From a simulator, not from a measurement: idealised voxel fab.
The process module presented herein is designated voxel transistor to metal.
This is section cut - it's 205 nm across, gridded in 5 nm square cells.
Cross-section, as written here: a square-cell grid given band by band from the top down, where a band holds one or more rows of cells.
Top height, bottom height, nm. Materials left to right, width each, nm. Single material + "everywhere" = fills band edge to edge. "air" = empty.
A quick word on heights: they are counted from 0, and under that level the wafer as it came to us is one material throughout. The lowest band is different from the rest in having no bottom; it simply continues downward, written as in "from 0 down".
Graded width ("30 to 40"): value in top row of band = first number; value in bottom row = second number; row-to-row change constant.
Where the words "remains unaltered" appear for a step, the cross-section shows no cell changed by that step; every cell remained as before.
In the "Trapped cavities" entry, you get each enclosed empty space of 8 cells or more, one with no open way to the top, written width x height at distance, distance from the left edge, in nm.
Past the settings on a step's line: simulator remark, on that step.
"overlay nm" on a masked step: distance the mask lay right of its planned place, negative for left.
**plan**
1) RECEIVE [material Si]
2) CONFORMAL_DEP [material SiO2] [thk nm 5]
3) CONFORMAL_DEP [material SiN] [thk nm 15]
4) PATTERN [tone cover] [mask id ACTIVE] [material resist] [width nm 105] [thk nm 20] [overlay nm 0]
5) DIRECTIONAL_ETCH [etch materials SiN] [depth nm 15]
6) DIRECTIONAL_ETCH [etch materials SiO2] [depth nm 5]
7) DIRECTIONAL_ETCH [etch materials Si] [depth nm 20]
8) STRIP [etch materials resist]
9) FILL_DEP [material SiO2] [thk nm 15]
10) CMP [height nm 20]
11) SELECTIVE_ETCH [etch materials SiO2] [depth nm 10]
12) STRIP [etch materials SiN]
13) SELECTIVE_ETCH [etch materials SiO2] [depth nm 5]
14) OXIDIZE [depth nm 5]
15) DIRECTIONAL_DEP [material polySi] [thk nm 20]
16) DIRECTIONAL_DEP [material SiCN] [thk nm 15]
17) PATTERN [tone cover] [mask id GATE] [material resist] [width nm 25] [thk nm 20] [overlay nm 0]
18) DIRECTIONAL_ETCH [etch materials SiCN] [depth nm 25]
19) DIRECTIONAL_ETCH [etch materials polySi] [depth nm 30]
20) STRIP [etch materials resist]
21) CONFORMAL_DEP [material SiN] [thk nm 10]
22) DIRECTIONAL_ETCH [etch materials SiN] [depth nm 10]
23) DIRECTIONAL_ETCH [etch materials SiO2] [depth nm 5]
24) DIRECTIONAL_ETCH [etch materials Si] [depth nm 15]
25) EPI [material SiGe] [thk nm 15]
26) FILL_DEP [material SiO2] [thk nm 5]
27) CMP [height nm 35]
28) DIRECTIONAL_DEP [material SiO2] [thk nm 15]
29) MASKED_ETCH [tone open] [mask id CONTACT] [width nm 15] [pitch nm 80] [etch materials SiO2] [depth nm 40] [overlay nm 0]
30) CONFORMAL_DEP [material TiN] [thk nm 5]
31) FILL_DEP [material Ru] [thk nm 5]
32) CMP [height nm 50]
33) CONFORMAL_DEP [material SiN] [thk nm 5]
34) DIRECTIONAL_DEP [material lowk] [thk nm 15]
35) DIRECTIONAL_DEP [material aC] [thk nm 10]
36) PATTERN [tone open] [mask id METAL_1] [material resist] [width nm 15] [pitch nm 80] [thk nm 30] [overlay nm 0]
37) DIRECTIONAL_ETCH [etch materials aC] [depth nm 10]
38) STRIP [etch materials resist]
39) DIRECTIONAL_ETCH [etch materials lowk] [depth nm 15]
40) DIRECTIONAL_ETCH [etch materials SiN] [depth nm 5]
41) STRIP [etch materials aC]
42) CONFORMAL_DEP [material TiN] [thk nm 5]
43) FILL_DEP [material Cu] [thk nm 10]
44) CMP [height nm 70]
45) CONFORMAL_DEP [material SiCN] [thk nm 5]
46) DIRECTIONAL_DEP [material lowk] [thk nm 30]
47) DIRECTIONAL_DEP [material aC] [thk nm 15]
48) PATTERN [tone open] [mask id METAL_2] [material resist] [width nm 15] [pitch nm 80] [thk nm 30] [overlay nm 0]
49) DIRECTIONAL_ETCH [etch materials aC] [depth nm 15]
50) STRIP [etch materials resist]
51) DIRECTIONAL_ETCH [etch materials lowk] [depth nm 20]
52) STRIP [etch materials aC]
53) MASKED_ETCH [tone open] [mask id METAL_2_HOLES] [width nm 15] [pitch nm 80] [etch materials lowk] [depth nm 10] [overlay nm 0]
54) MASKED_ETCH [tone open] [mask id METAL_2_HOLES] [width nm 15] [pitch nm 80] [etch materials SiCN] [depth nm 5] [overlay nm 0]
55) CONFORMAL_DEP [material TiN] [thk nm 5]
56) FILL_DEP [material Cu] [thk nm 10]
57) CMP [height nm 105]
58) CONFORMAL_DEP [material SiN] [thk nm 5]
**First wafer, two in total, run as planned**
**Here's what the wafer looked like in cross-section when it arrived - that's after step 1**
- from 0 down = Si everywhere
- Trapped cavities: none
**The following cross-section depicts the wafer upon completion of step 2**
- from 5 to 0 = SiO2 everywhere
- Rest of section, below 0: as before.
**The following cross-section depicts the wafer upon completion of step 3**
- from 20 to 5 = SiN everywhere
- Rest of section, below 5: as before.
**The following cross-section depicts the wafer upon completion of step 4**
- from 40 to 20 = 50 nm air, 105 nm resist, 50 nm air
- Rest of section, below 20: as before.
**The following cross-section depicts the wafer upon completion of step 5**
- from 40 to 20 = 50 nm air, 105 nm resist, 50 nm air
- from 20 to 5 = 50 nm air, 105 nm SiN, 50 nm air
- Rest of section, below 5: as before.
**The following cross-section depicts the wafer upon completion of step 6**
- from 40 to 20 = 50 nm air, 105 nm resist, 50 nm air
- from 20 to 5 = 50 nm air, 105 nm SiN, 50 nm air
- from 5 to 0 = 50 nm air, 105 nm SiO2, 50 nm air
- Rest of section, below 0: as before.
**The following cross-section depicts the wafer upon completion of step 7**
- from 40 to 20 = 50 nm air, 105 nm resist, 50 nm air
- from 20 to 5 = 50 nm air, 105 nm SiN, 50 nm air
- from 5 to 0 = 50 nm air, 105 nm SiO2, 50 nm air
- from 0 to -20 = 50 nm air, 105 nm Si, 50 nm air
- Rest of section, below -20: as before.
**The following cross-section depicts the wafer upon completion of step 8**
- from 20 to 5 = 50 nm air, 105 nm SiN, 50 nm air
- Rest of section, below 5: as before.
**The following cross-section depicts the wafer upon completion of step 9**
- from 35 to 20 = SiO2 everywhere
- from 20 to 5 = 50 nm SiO2, 105 nm SiN, 50 nm SiO2
- from 5 to 0 = SiO2 everywhere
- from 0 to -20 = 50 nm SiO2, 105 nm Si, 50 nm SiO2
- Rest of section, below -20: as before.
**The following cross-section depicts the wafer upon completion of step 10**
- from 20 to 5 = 50 nm SiO2, 105 nm SiN, 50 nm SiO2
- Rest of section, below 5: as before.
**The following cross-section depicts the wafer upon completion of step 11**
- from 20 to 10 = 50 nm air, 105 nm SiN, 50 nm air
- Rest of section, below 10: as before.
**The following cross-section depicts the wafer upon completion of step 12**
- from 10 to 5 = 50 nm SiO2, 105 nm air, 50 nm SiO2
- Rest of section, below 5: as before.
**The following cross-section depicts the wafer upon completion of step 13**
- from 5 to 0 = 45 nm SiO2, 115 nm air, 45 nm SiO2
- Rest of section, below 0: as before.
**The following cross-section depicts the wafer upon completion of step 14**
- from 5 to 0 = 45 nm SiO2, 115 nm air, 45 nm SiO2
- from 0 to -5 = SiO2 everywhere
- Rest of section, below -5: as before.
**The following cross-section depicts the wafer upon completion of step 15**
- from 25 to 20 = 45 nm polySi, 115 nm air, 45 nm polySi
- from 20 to 5 = polySi everywhere
- from 5 to 0 = 45 nm SiO2, 115 nm polySi, 45 nm SiO2
- Rest of section, below 0: as before.
**The following cross-section depicts the wafer upon completion of step 16**
- from 40 to 35 = 45 nm SiCN, 115 nm air, 45 nm SiCN
- from 35 to 25 = SiCN everywhere
- from 25 to 20 = 45 nm polySi, 115 nm SiCN, 45 nm polySi
- Rest of section, below 20: as before.
**The following cross-section depicts the wafer upon completion of step 17**
- from 60 to 40 = 90 nm air, 25 nm resist, 90 nm air
- from 40 to 35 = 45 nm SiCN, 45 nm air, 25 nm resist, 45 nm air, 45 nm SiCN
- Rest of section, below 35: as before.
**The following cross-section depicts the wafer upon completion of step 18**
- from 60 to 35 = 90 nm air, 25 nm resist, 90 nm air
- from 35 to 25 = 90 nm air, 25 nm SiCN, 90 nm air
- from 25 to 20 = 45 nm polySi, 45 nm air, 25 nm SiCN, 45 nm air, 45 nm polySi
- Rest of section, below 20: as before.
**The following cross-section depicts the wafer upon completion of step 19**
- from 60 to 35 = 90 nm air, 25 nm resist, 90 nm air
- from 35 to 20 = 90 nm air, 25 nm SiCN, 90 nm air
- from 20 to 5 = 90 nm air, 25 nm polySi, 90 nm air
- from 5 to 0 = 45 nm SiO2, 45 nm air, 25 nm polySi, 45 nm air, 45 nm SiO2
- Rest of section, below 0: as before.
**The following cross-section depicts the wafer upon completion of step 20**
- from 35 to 20 = 90 nm air, 25 nm SiCN, 90 nm air
- Rest of section, below 20: as before.
**The following cross-section depicts the wafer upon completion of step 21**
- from 45 to 35 = 80 nm air, 45 nm SiN, 80 nm air
- from 35 to 20 = 80 nm air, 10 nm SiN, 25 nm SiCN, 10 nm SiN, 80 nm air
- from 20 to 15 = 80 nm air, 10 nm SiN, 25 nm polySi, 10 nm SiN, 80 nm air
- from 15 to 10 = 55 nm SiN, 25 nm air, 10 nm SiN, 25 nm polySi, 10 nm SiN, 25 nm air, 55 nm SiN
- from 10 to 5 = 90 nm SiN, 25 nm polySi, 90 nm SiN
- from 5 to 0 = 45 nm SiO2, 45 nm SiN, 25 nm polySi, 45 nm SiN, 45 nm SiO2
- Rest of section, below 0: as before.
**The following cross-section depicts the wafer upon completion of step 22**
- from 35 to 20 = 80 nm air, 10 nm SiN, 25 nm SiCN, 10 nm SiN, 80 nm air
- from 20 to 5 = 80 nm air, 10 nm SiN, 25 nm polySi, 10 nm SiN, 80 nm air
- from 5 to 0 = 45 nm SiO2, 10 nm SiN, 25 nm air, 10 nm SiN, 25 nm polySi, 10 nm SiN, 25 nm air, 10 nm SiN, 45 nm SiO2
- Rest of section, below 0: as before.
**The following cross-section depicts the wafer upon completion of step 23**
- from 35 to 20 = 80 nm air, 10 nm SiN, 25 nm SiCN, 10 nm SiN, 80 nm air
- from 20 to 5 = 80 nm air, 10 nm SiN, 25 nm polySi, 10 nm SiN, 80 nm air
- from 5 to 0 = 45 nm air, 10 nm SiN, 25 nm air, 10 nm SiN, 25 nm polySi, 10 nm SiN, 25 nm air, 10 nm SiN, 45 nm air
- from 0 to -5 = 55 nm SiO2, 25 nm air, 45 nm SiO2, 25 nm air, 55 nm SiO2
- Rest of section, below -5: as before.
**The following cross-section depicts the wafer upon completion of step 24**
- from 35 to 20 = 80 nm air, 10 nm SiN, 25 nm SiCN, 10 nm SiN, 80 nm air
- from 20 to 5 = 80 nm air, 10 nm SiN, 25 nm polySi, 10 nm SiN, 80 nm air
- from 5 to 0 = 45 nm air, 10 nm SiN, 25 nm air, 10 nm SiN, 25 nm polySi, 10 nm SiN, 25 nm air, 10 nm SiN, 45 nm air
- from 0 to -5 = 55 nm SiO2, 25 nm air, 45 nm SiO2, 25 nm air, 55 nm SiO2
- from -5 to -20 = 50 nm SiO2, 5 nm Si, 25 nm air, 45 nm Si, 25 nm air, 5 nm Si, 50 nm SiO2
- Rest of section, below -20: as before.
**The following cross-section depicts the wafer upon completion of step 25**
- from 35 to 20 = 80 nm air, 10 nm SiN, 25 nm SiCN, 10 nm SiN, 80 nm air
- from 20 to 10 = 80 nm air, 10 nm SiN, 25 nm polySi, 10 nm SiN, 80 nm air
- from 10 to 5 = 50 nm air, 30 nm SiGe, 10 nm SiN, 25 nm polySi, 10 nm SiN, 30 nm SiGe, 50 nm air
- from 5 to 0 = 45 nm air, 10 nm SiN, 25 nm SiGe, 10 nm SiN, 25 nm polySi, 10 nm SiN, 25 nm SiGe, 10 nm SiN, 45 nm air
- from 0 to -5 = 55 nm SiO2, 25 nm SiGe, 45 nm SiO2, 25 nm SiGe, 55 nm SiO2
- from -5 to -20 = 50 nm SiO2, 5 nm Si, 25 nm SiGe, 45 nm Si, 25 nm SiGe, 5 nm Si, 50 nm SiO2
- Rest of section, below -20: as before.
**The following cross-section depicts the wafer upon completion of step 26**
- from 40 to 35 = SiO2 everywhere
- from 35 to 20 = 80 nm SiO2, 10 nm SiN, 25 nm SiCN, 10 nm SiN, 80 nm SiO2
- from 20 to 10 = 80 nm SiO2, 10 nm SiN, 25 nm polySi, 10 nm SiN, 80 nm SiO2
- from 10 to 5 = 50 nm SiO2, 30 nm SiGe, 10 nm SiN, 25 nm polySi, 10 nm SiN, 30 nm SiGe, 50 nm SiO2
- from 5 to 0 = 45 nm SiO2, 10 nm SiN, 25 nm SiGe, 10 nm SiN, 25 nm polySi, 10 nm SiN, 25 nm SiGe, 10 nm SiN, 45 nm SiO2
- Rest of section, below 0: as before.
**The following cross-section depicts the wafer upon completion of step 27**
- from 35 to 20 = 80 nm SiO2, 10 nm SiN, 25 nm SiCN, 10 nm SiN, 80 nm SiO2
- Rest of section, below 20: as before.
**The following cross-section depicts the wafer upon completion of step 28**
- from 50 to 35 = SiO2 everywhere
- Rest of section, below 35: as before.
**The following cross-section depicts the wafer upon completion of step 29**
- from 50 to 35 = 55 nm SiO2, 15 nm air, 65 nm SiO2, 15 nm air, 55 nm SiO2
- from 35 to 20 = 55 nm SiO2, 15 nm air, 10 nm SiO2, 10 nm SiN, 25 nm SiCN, 10 nm SiN, 10 nm SiO2, 15 nm air, 55 nm SiO2
- from 20 to 10 = 55 nm SiO2, 15 nm air, 10 nm SiO2, 10 nm SiN, 25 nm polySi, 10 nm SiN, 10 nm SiO2, 15 nm air, 55 nm SiO2
- Rest of section, below 10: as before.
**The following cross-section depicts the wafer upon completion of step 30**
- from 55 to 50 = 60 nm TiN, 5 nm air, 75 nm TiN, 5 nm air, 60 nm TiN
- from 50 to 35 = 55 nm SiO2, 5 nm TiN, 5 nm air, 5 nm TiN, 65 nm SiO2, 5 nm TiN, 5 nm air, 5 nm TiN, 55 nm SiO2
- from 35 to 20 = 55 nm SiO2, 5 nm TiN, 5 nm air, 5 nm TiN, 10 nm SiO2, 10 nm SiN, 25 nm SiCN, 10 nm SiN, 10 nm SiO2, 5 nm TiN, 5 nm air, 5 nm TiN, 55 nm SiO2
- from 20 to 15 = 55 nm SiO2, 5 nm TiN, 5 nm air, 5 nm TiN, 10 nm SiO2, 10 nm SiN, 25 nm polySi, 10 nm SiN, 10 nm SiO2, 5 nm TiN, 5 nm air, 5 nm TiN, 55 nm SiO2
- from 15 to 10 = 55 nm SiO2, 15 nm TiN, 10 nm SiO2, 10 nm SiN, 25 nm polySi, 10 nm SiN, 10 nm SiO2, 15 nm TiN, 55 nm SiO2
- Rest of section, below 10: as before.
**The following cross-section depicts the wafer upon completion of step 31**
- from 60 to 55 = Ru everywhere
- from 55 to 50 = 60 nm TiN, 5 nm Ru, 75 nm TiN, 5 nm Ru, 60 nm TiN
- from 50 to 35 = 55 nm SiO2, 5 nm TiN, 5 nm Ru, 5 nm TiN, 65 nm SiO2, 5 nm TiN, 5 nm Ru, 5 nm TiN, 55 nm SiO2
- from 35 to 20 = 55 nm SiO2, 5 nm TiN, 5 nm Ru, 5 nm TiN, 10 nm SiO2, 10 nm SiN, 25 nm SiCN, 10 nm SiN, 10 nm SiO2, 5 nm TiN, 5 nm Ru, 5 nm TiN, 55 nm SiO2
- from 20 to 15 = 55 nm SiO2, 5 nm TiN, 5 nm Ru, 5 nm TiN, 10 nm SiO2, 10 nm SiN, 25 nm polySi, 10 nm SiN, 10 nm SiO2, 5 nm TiN, 5 nm Ru, 5 nm TiN, 55 nm SiO2
- Rest of section, below 15: as before.
**The following cross-section depicts the wafer upon completion of step 32**
- from 50 to 35 = 55 nm SiO2, 5 nm TiN, 5 nm Ru, 5 nm TiN, 65 nm SiO2, 5 nm TiN, 5 nm Ru, 5 nm TiN, 55 nm SiO2
- Rest of section, below 35: as before.
**The following cross-section depicts the wafer upon completion of step 33**
- from 55 to 50 = SiN everywhere
- Rest of section, below 50: as before.
**The following cross-section depicts the wafer upon completion of step 34**
- from 70 to 55 = lowk everywhere
- Rest of section, below 55: as before.
**The following cross-section depicts the wafer upon completion of step 35**
- from 80 to 70 = aC everywhere
- Rest of section, below 70: as before.
**The following cross-section depicts the wafer upon completion of step 36**
- from 110 to 80 = 55 nm resist, 15 nm air, 65 nm resist, 15 nm air, 55 nm resist
- Rest of section, below 80: as before.
**The following cross-section depicts the wafer upon completion of step 37**
- from 100 to 80 = 55 nm resist, 15 nm air, 65 nm resist, 15 nm air, 55 nm resist
- from 80 to 70 = 55 nm aC, 15 nm air, 65 nm aC, 15 nm air, 55 nm aC
- Rest of section, below 70: as before.
**The following cross-section depicts the wafer upon completion of step 38**
- from 80 to 70 = 55 nm aC, 15 nm air, 65 nm aC, 15 nm air, 55 nm aC
- Rest of section, below 70: as before.
**The following cross-section depicts the wafer upon completion of step 39**
- from 80 to 70 = 55 nm aC, 15 nm air, 65 nm aC, 15 nm air, 55 nm aC
- from 70 to 55 = 55 nm lowk, 15 nm air, 65 nm lowk, 15 nm air, 55 nm lowk
- Rest of section, below 55: as before.
**The following cross-section depicts the wafer upon completion of step 40**
- from 80 to 70 = 55 nm aC, 15 nm air, 65 nm aC, 15 nm air, 55 nm aC
- from 70 to 55 = 55 nm lowk, 15 nm air, 65 nm lowk, 15 nm air, 55 nm lowk
- from 55 to 50 = 55 nm SiN, 15 nm air, 65 nm SiN, 15 nm air, 55 nm SiN
- Rest of section, below 50: as before.
**The following cross-section depicts the wafer upon completion of step 41**
- from 70 to 55 = 55 nm lowk, 15 nm air, 65 nm lowk, 15 nm air, 55 nm lowk
- Rest of section, below 55: as before.
**The following cross-section depicts the wafer upon completion of step 42**
- from 75 to 70 = 60 nm TiN, 5 nm air, 75 nm TiN, 5 nm air, 60 nm TiN
- from 70 to 55 = 55 nm lowk, 5 nm TiN, 5 nm air, 5 nm TiN, 65 nm lowk, 5 nm TiN, 5 nm air, 5 nm TiN, 55 nm lowk
- from 55 to 50 = 55 nm SiN, 15 nm TiN, 65 nm SiN, 15 nm TiN, 55 nm SiN
- Rest of section, below 50: as before.
**The following cross-section depicts the wafer upon completion of step 43**
- from 85 to 75 = Cu everywhere
- from 75 to 70 = 60 nm TiN, 5 nm Cu, 75 nm TiN, 5 nm Cu, 60 nm TiN
- from 70 to 55 = 55 nm lowk, 5 nm TiN, 5 nm Cu, 5 nm TiN, 65 nm lowk, 5 nm TiN, 5 nm Cu, 5 nm TiN, 55 nm lowk
- Rest of section, below 55: as before.
**The following cross-section depicts the wafer upon completion of step 44**
- from 70 to 55 = 55 nm lowk, 5 nm TiN, 5 nm Cu, 5 nm TiN, 65 nm lowk, 5 nm TiN, 5 nm Cu, 5 nm TiN, 55 nm lowk
- Rest of section, below 55: as before.
**The following cross-section depicts the wafer upon completion of step 45**
- from 75 to 70 = SiCN everywhere
- Rest of section, below 70: as before.
**The following cross-section depicts the wafer upon completion of step 46**
- from 105 to 75 = lowk everywhere
- Rest of section, below 75: as before.
**The following cross-section depicts the wafer upon completion of step 47**
- from 120 to 105 = aC everywhere
- Rest of section, below 105: as before.
**The following cross-section depicts the wafer upon completion of step 48**
- from 150 to 120 = 55 nm resist, 15 nm air, 65 nm resist, 15 nm air, 55 nm resist
- Rest of section, below 120: as before.
**The following cross-section depicts the wafer upon completion of step 49**
- from 135 to 120 = 55 nm resist, 15 nm air, 65 nm resist, 15 nm air, 55 nm resist
- from 120 to 105 = 55 nm aC, 15 nm air, 65 nm aC, 15 nm air, 55 nm aC
- Rest of section, below 105: as before.
**The following cross-section depicts the wafer upon completion of step 50**
- from 120 to 105 = 55 nm aC, 15 nm air, 65 nm aC, 15 nm air, 55 nm aC
- Rest of section, below 105: as before.
**The following cross-section depicts the wafer upon completion of step 51**
- from 120 to 105 = 55 nm aC, 15 nm air, 65 nm aC, 15 nm air, 55 nm aC
- from 105 to 85 = 55 nm lowk, 15 nm air, 65 nm lowk, 15 nm air, 55 nm lowk
- Rest of section, below 85: as before.
**The following cross-section depicts the wafer upon completion of step 52**
- from 105 to 85 = 55 nm lowk, 15 nm air, 65 nm lowk, 15 nm air, 55 nm lowk
- Rest of section, below 85: as before.
**The following cross-section depicts the wafer upon completion of step 53**
- from 105 to 75 = 55 nm lowk, 15 nm air, 65 nm lowk, 15 nm air, 55 nm lowk
- Rest of section, below 75: as before.
**The following cross-section depicts the wafer upon completion of step 54**
- from 105 to 75 = 55 nm lowk, 15 nm air, 65 nm lowk, 15 nm air, 55 nm lowk
- from 75 to 70 = 55 nm SiCN, 15 nm air, 65 nm SiCN, 15 nm air, 55 nm SiCN
- Rest of section, below 70: as before.
**The following cross-section depicts the wafer upon completion of step 55**
- from 110 to 105 = 60 nm TiN, 5 nm air, 75 nm TiN, 5 nm air, 60 nm TiN
- from 105 to 75 = 55 nm lowk, 5 nm TiN, 5 nm air, 5 nm TiN, 65 nm lowk, 5 nm TiN, 5 nm air, 5 nm TiN, 55 nm lowk
- from 75 to 70 = 55 nm SiCN, 15 nm TiN, 65 nm SiCN, 15 nm TiN, 55 nm SiCN
- Rest of section, below 70: as before.
**The following cross-section depicts the wafer upon completion of step 56**
- from 120 to 110 = Cu everywhere
- from 110 to 105 = 60 nm TiN, 5 nm Cu, 75 nm TiN, 5 nm Cu, 60 nm TiN
- from 105 to 75 = 55 nm lowk, 5 nm TiN, 5 nm Cu, 5 nm TiN, 65 nm lowk, 5 nm TiN, 5 nm Cu, 5 nm TiN, 55 nm lowk
- Rest of section, below 75: as before.
**The following cross-section depicts the wafer upon completion of step 57**
- from 105 to 75 = 55 nm lowk, 5 nm TiN, 5 nm Cu, 5 nm TiN, 65 nm lowk, 5 nm TiN, 5 nm Cu, 5 nm TiN, 55 nm lowk
- Rest of section, below 75: as before.
**The following cross-section depicts the wafer upon completion of step 58**
- from 110 to 105 = SiN everywhere
- Rest of section, below 105: as before.
**Second wafer, same starting conditions and recipe as the first, one mistake in executing it, nothing differs from the first up to and including step 32**
**Second wafer cross-section, taken as of the time the plan sets for step 33 to be done**
- from 55 to 50 = Cu everywhere
- Rest of section, below 50: as before.
**Second wafer cross-section, taken as of the time the plan sets for step 34 to be done**
- from 70 to 55 = lowk everywhere
- Rest of section, below 55: as before.
**Second wafer cross-section, taken as of the time the plan sets for step 35 to be done**
- from 80 to 70 = aC everywhere
- Rest of section, below 70: as before.
**Second wafer cross-section, taken as of the time the plan sets for step 36 to be done**
- from 110 to 80 = 55 nm resist, 15 nm air, 65 nm resist, 15 nm air, 55 nm resist
- Rest of section, below 80: as before.
**Second wafer cross-section, taken as of the time the plan sets for step 37 to be done**
- from 100 to 80 = 55 nm resist, 15 nm air, 65 nm resist, 15 nm air, 55 nm resist
- from 80 to 70 = 55 nm aC, 15 nm air, 65 nm aC, 15 nm air, 55 nm aC
- Rest of section, below 70: as before.
**Second wafer cross-section, taken as of the time the plan sets for step 38 to be done**
- from 80 to 70 = 55 nm aC, 15 nm air, 65 nm aC, 15 nm air, 55 nm aC
- Rest of section, below 70: as before.
**Second wafer cross-section, taken as of the time the plan sets for step 39 to be done**
- from 80 to 70 = 55 nm aC, 15 nm air, 65 nm aC, 15 nm air, 55 nm aC
- from 70 to 55 = 55 nm lowk, 15 nm air, 65 nm lowk, 15 nm air, 55 nm lowk
- Rest of section, below 55: as before.
Second wafer cross-section, taken as of the time the plan sets for step 40 to be done: remains unaltered
**Second wafer cross-section, taken as of the time the plan sets for step 41 to be done**
- from 70 to 55 = 55 nm lowk, 15 nm air, 65 nm lowk, 15 nm air, 55 nm lowk
- Rest of section, below 55: as before.
**Second wafer cross-section, taken as of the time the plan sets for step 42 to be done**
- from 75 to 70 = 60 nm TiN, 5 nm air, 75 nm TiN, 5 nm air, 60 nm TiN
- from 70 to 60 = 55 nm lowk, 5 nm TiN, 5 nm air, 5 nm TiN, 65 nm lowk, 5 nm TiN, 5 nm air, 5 nm TiN, 55 nm lowk
- from 60 to 55 = 55 nm lowk, 15 nm TiN, 65 nm lowk, 15 nm TiN, 55 nm lowk
- Rest of section, below 55: as before.
**Second wafer cross-section, taken as of the time the plan sets for step 43 to be done**
- from 85 to 75 = Cu everywhere
- from 75 to 70 = 60 nm TiN, 5 nm Cu, 75 nm TiN, 5 nm Cu, 60 nm TiN
- from 70 to 60 = 55 nm lowk, 5 nm TiN, 5 nm Cu, 5 nm TiN, 65 nm lowk, 5 nm TiN, 5 nm Cu, 5 nm TiN, 55 nm lowk
- Rest of section, below 60: as before.
**Second wafer cross-section, taken as of the time the plan sets for step 44 to be done**
- from 70 to 60 = 55 nm lowk, 5 nm TiN, 5 nm Cu, 5 nm TiN, 65 nm lowk, 5 nm TiN, 5 nm Cu, 5 nm TiN, 55 nm lowk
- Rest of section, below 60: as before.
**Second wafer cross-section, taken as of the time the plan sets for step 45 to be done**
- from 75 to 70 = SiCN everywhere
- Rest of section, below 70: as before.
**Second wafer cross-section, taken as of the time the plan sets for step 46 to be done**
- from 105 to 75 = lowk everywhere
- Rest of section, below 75: as before.
**Second wafer cross-section, taken as of the time the plan sets for step 47 to be done**
- from 120 to 105 = aC everywhere
- Rest of section, below 105: as before.
**Second wafer cross-section, taken as of the time the plan sets for step 48 to be done**
- from 150 to 120 = 55 nm resist, 15 nm air, 65 nm resist, 15 nm air, 55 nm resist
- Rest of section, below 120: as before.
**Second wafer cross-section, taken as of the time the plan sets for step 49 to be done**
- from 135 to 120 = 55 nm resist, 15 nm air, 65 nm resist, 15 nm air, 55 nm resist
- from 120 to 105 = 55 nm aC, 15 nm air, 65 nm aC, 15 nm air, 55 nm aC
- Rest of section, below 105: as before.
**Second wafer cross-section, taken as of the time the plan sets for step 50 to be done**
- from 120 to 105 = 55 nm aC, 15 nm air, 65 nm aC, 15 nm air, 55 nm aC
- Rest of section, below 105: as before.
**Second wafer cross-section, taken as of the time the plan sets for step 51 to be done**
- from 120 to 105 = 55 nm aC, 15 nm air, 65 nm aC, 15 nm air, 55 nm aC
- from 105 to 85 = 55 nm lowk, 15 nm air, 65 nm lowk, 15 nm air, 55 nm lowk
- Rest of section, below 85: as before.
**Second wafer cross-section, taken as of the time the plan sets for step 52 to be done**
- from 105 to 85 = 55 nm lowk, 15 nm air, 65 nm lowk, 15 nm air, 55 nm lowk
- Rest of section, below 85: as before.
**Second wafer cross-section, taken as of the time the plan sets for step 53 to be done**
- from 105 to 75 = 55 nm lowk, 15 nm air, 65 nm lowk, 15 nm air, 55 nm lowk
- Rest of section, below 75: as before.
**Second wafer cross-section, taken as of the time the plan sets for step 54 to be done**
- from 105 to 75 = 55 nm lowk, 15 nm air, 65 nm lowk, 15 nm air, 55 nm lowk
- from 75 to 70 = 55 nm SiCN, 15 nm air, 65 nm SiCN, 15 nm air, 55 nm SiCN
- Rest of section, below 70: as before.
**Second wafer cross-section, taken as of the time the plan sets for step 55 to be done**
- from 110 to 105 = 60 nm TiN, 5 nm air, 75 nm TiN, 5 nm air, 60 nm TiN
- from 105 to 75 = 55 nm lowk, 5 nm TiN, 5 nm air, 5 nm TiN, 65 nm lowk, 5 nm TiN, 5 nm air, 5 nm TiN, 55 nm lowk
- from 75 to 70 = 55 nm SiCN, 15 nm TiN, 65 nm SiCN, 15 nm TiN, 55 nm SiCN
- Rest of section, below 70: as before.
**Second wafer cross-section, taken as of the time the plan sets for step 56 to be done**
- from 120 to 110 = Cu everywhere
- from 110 to 105 = 60 nm TiN, 5 nm Cu, 75 nm TiN, 5 nm Cu, 60 nm TiN
- from 105 to 75 = 55 nm lowk, 5 nm TiN, 5 nm Cu, 5 nm TiN, 65 nm lowk, 5 nm TiN, 5 nm Cu, 5 nm TiN, 55 nm lowk
- Rest of section, below 75: as before.
**Second wafer cross-section, taken as of the time the plan sets for step 57 to be done**
- from 105 to 75 = 55 nm lowk, 5 nm TiN, 5 nm Cu, 5 nm TiN, 65 nm lowk, 5 nm TiN, 5 nm Cu, 5 nm TiN, 55 nm lowk
- Rest of section, below 75: as before.
**Second wafer cross-section, taken as of the time the plan sets for step 58 to be done**
- from 110 to 105 = SiN everywhere
- Rest of section, below 105: as before.
What was done differently from what was planned? step 33 ran with different settings than intended, the actual operation and settings being CONFORMAL_DEP [material Cu] [thk nm 5]
The closing comparison, in cells, has the second wafer with more or fewer of some materials than the first: Cu +39; SiN -35; TiN -4
